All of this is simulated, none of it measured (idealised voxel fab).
Process module, titled voxel ribs on slabs
Section cut is 295 nm wide and gridded with 5 nm square cells.
Throughout this document, each cross-section is represented as a grid of square cells and is presented as a sequence of bands enumerated from the top downward, where a band comprises one or more rows of cells.
It is stipulated that each band's entry specify, in nanometres, the height of the top of the band and then that of its bottom, followed by the materials of the band in left-to-right sequence, each together with its width in nanometres. A single material marked by the word "everywhere" is understood to fill the band from edge to edge; the word "air" is understood to denote empty space.
A quick word on heights: they are counted from 0, and under that level the wafer as it came to us is one material throughout. The lowest band is different from the rest in having no bottom; it simply continues downward, written as in "0 and below".
The two numbers in a width such as "30->40" mark its ends across the band: the first belongs to the top row of cells, the second to the bottom row, and from each row to the next the width moves by the same amount.
You'll sometimes find "identical to before" written for a step, and that's the way of saying that nowhere in the cross-section did a cell change during that step.
Empty spaces counting at least 8 cells and having no open way to the top are listed in "Closed void roster". The notation width x height at distance is used for each, the distance being from the left edge and all three values in nm.
Past the settings on a step's line: simulator remark, on that step.
The "overlay nm" setting may appear on a step's line; for a step that uses a mask, it gives how far to the right of its planned position the mask lay, and a negative value indicates the left.

The process steps that were planned are listed below:
1) op RECEIVE | material Si
2) op DIRECTIONAL_DEP | material SiO2 | thk nm 20
3) op DIRECTIONAL_DEP | material polySi | thk nm 25
4) op DIRECTIONAL_DEP | material aC | thk nm 10
5) op PATTERN | tone cover | mask id RIB | material resist | width nm 15 | thk nm 30 | overlay nm 0
6) op DIRECTIONAL_ETCH | etch materials aC | depth nm 10
7) op STRIP | etch materials resist
8) op DIRECTIONAL_ETCH | etch materials polySi | depth nm 15
9) op STRIP | etch materials aC
10) op DIRECTIONAL_DEP | material aC | thk nm 15
11) op PATTERN | tone cover | mask id SLAB | material resist | width nm 55 | thk nm 35 | overlay nm 0
12) op DIRECTIONAL_ETCH | etch materials aC | depth nm 15
13) op STRIP | etch materials resist
14) op DIRECTIONAL_ETCH | etch materials polySi | depth nm 10
15) op STRIP | etch materials aC
16) op FILL_DEP | material SiO2 | thk nm 15
17) op CMP | height nm 55
18) op DIRECTIONAL_DEP | material TiN | thk nm 10
19) op PATTERN | tone cover | mask id HEATER | material resist | width nm 25 | thk nm 20 | overlay nm 0
20) op DIRECTIONAL_ETCH | etch materials TiN | depth nm 10
21) op STRIP | etch materials resist
22) op CONFORMAL_DEP | material SiO2 | thk nm 5

The cross-section here shows the wafer as received, i.e. in its state after step 1:
    0 and below | Si everywhere
    Closed void roster: none

Cross-sectional view of the first of the two wafers upon completion of the module, processed in accordance with the plan:
    70 down to 65 | 130 nm air; 35 nm SiO2; 130 nm air
    65 down to 60 | 130 nm air; 5 nm SiO2; 25 nm TiN; 5 nm SiO2; 130 nm air
    60 down to 55 | 135 nm SiO2; 25 nm TiN; 135 nm SiO2
    55 down to 45 | SiO2 everywhere
    45 down to 30 | 140 nm SiO2; 15 nm polySi; 140 nm SiO2
    30 down to 20 | 120 nm SiO2; 55 nm polySi; 120 nm SiO2
    20 down to 0 | SiO2 everywhere
    0 and below | Si everywhere
    Closed void roster: none

The second wafer, shown in cross-section after the module: started the same way as the first and given the same plan, yet one mistake crept into how it was run:
    70 down to 65 | 135 nm air; 30 nm SiO2; 130 nm air
    65 down to 60 | 135 nm air; 5 nm SiO2; 20 nm TiN; 5 nm SiO2; 130 nm air
    60 down to 55 | 140 nm SiO2; 20 nm TiN; 135 nm SiO2
    55 down to 45 | SiO2 everywhere
    45 down to 30 | 140 nm SiO2; 15 nm polySi; 140 nm SiO2
    30 down to 20 | 120 nm SiO2; 55 nm polySi; 120 nm SiO2
    20 down to 0 | SiO2 everywhere
    0 and below | Si everywhere
    Closed void roster: none
Diagnosis: step 19 ran differently from the plan; actual operation with settings: op PATTERN | tone cover | mask id HEATER | material resist | width nm 20 | thk nm 20 | overlay nm 0
FYI, end of process, the second wafer has more or fewer cells of some materials than the first: -2 TiN
